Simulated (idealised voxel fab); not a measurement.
This section sets out a process module, namely voxel quadruple lines.
cross-section cut | 205 nm wide | cells 5 nm
A cross-section in this document is a grid of square cells, and it is written down as bands, the top band listed before the ones below it; a band is made up of one or more rows of cells. First you get the band's top height and its bottom height, in nm, and then the materials it's made of, left to right, with each width in nm. If you see a single material with "full width", that one covers the band edge to edge. "empty" is empty space. Note: height 0 marks the level under which the wafer is uniformly one material as received. Lowest band unbounded below, written "z 0 and below". With a width like "30 to 40", each row of cells in the band differs from the next by the same amount, the top row carrying the first number and the bottom row the second. Basically "remained unchanged" means that step didn't change any cell in the cross-section. Look at "Enclosed void catalog" for the closed voids: empty spaces with no open path to the top, sized 8 cells or up. Each is width x height at distance, distance from the left edge, all nm. That trailing text on a step's line, after the settings, is the simulator's own remark on the step. A step line may carry the setting "overlay nm", which, for steps involving a mask, states the distance by which the mask lay to the right of its intended position; negative values denote displacement to the left.

Planned process steps
1: op RECEIVE | material Si
2: op CONFORMAL_DEP | material SiO2 | thk nm 5
3: op DIRECTIONAL_DEP | material Ru | thk nm 15
4: op DIRECTIONAL_DEP | material polySi | thk nm 15
5: op DIRECTIONAL_DEP | material aC | thk nm 20
6: op PATTERN | tone cover | mask id MANDREL | material resist | width nm 25 | thk nm 25 | overlay nm 0
7: op DIRECTIONAL_ETCH | etch materials aC | depth nm 20
8: op STRIP | etch materials resist
9: op CONFORMAL_DEP | material SiO2 | thk nm 15
10: op DIRECTIONAL_ETCH | etch materials SiO2 | depth nm 15
11: op STRIP | etch materials aC
12: op DIRECTIONAL_ETCH | etch materials polySi | depth nm 15
13: op STRIP | etch materials SiO2
14: op CONFORMAL_DEP | material SiCN | thk nm 5
15: op DIRECTIONAL_ETCH | etch materials SiCN | depth nm 5
16: op STRIP | etch materials polySi
17: op DIRECTIONAL_ETCH | etch materials Ru | depth nm 15
18: op STRIP | etch materials SiCN
19: op FILL_DEP | material lowk | thk nm 5
20: op CMP | height nm 20

Cross-section of the wafer upon arrival, representing the state reached after step 1
    z 0 and below = Si full width
    Enclosed void catalog: none

a wafer at the end: this start, this plan, one mistake
    z 20 to 5 = lowk=75  Ru=5  lowk=15  Ru=5  lowk=10  Ru=5  lowk=15  Ru=5  lowk=70
    z 5 to 0 = SiO2 full width
    z 0 and below = Si full width
    Enclosed void catalog: none
Processing error: step 6 ran with different settings than intended, the actual operation and settings being op PATTERN | tone cover | mask id MANDREL | material resist | width nm 20 | thk nm 25 | overlay nm 0
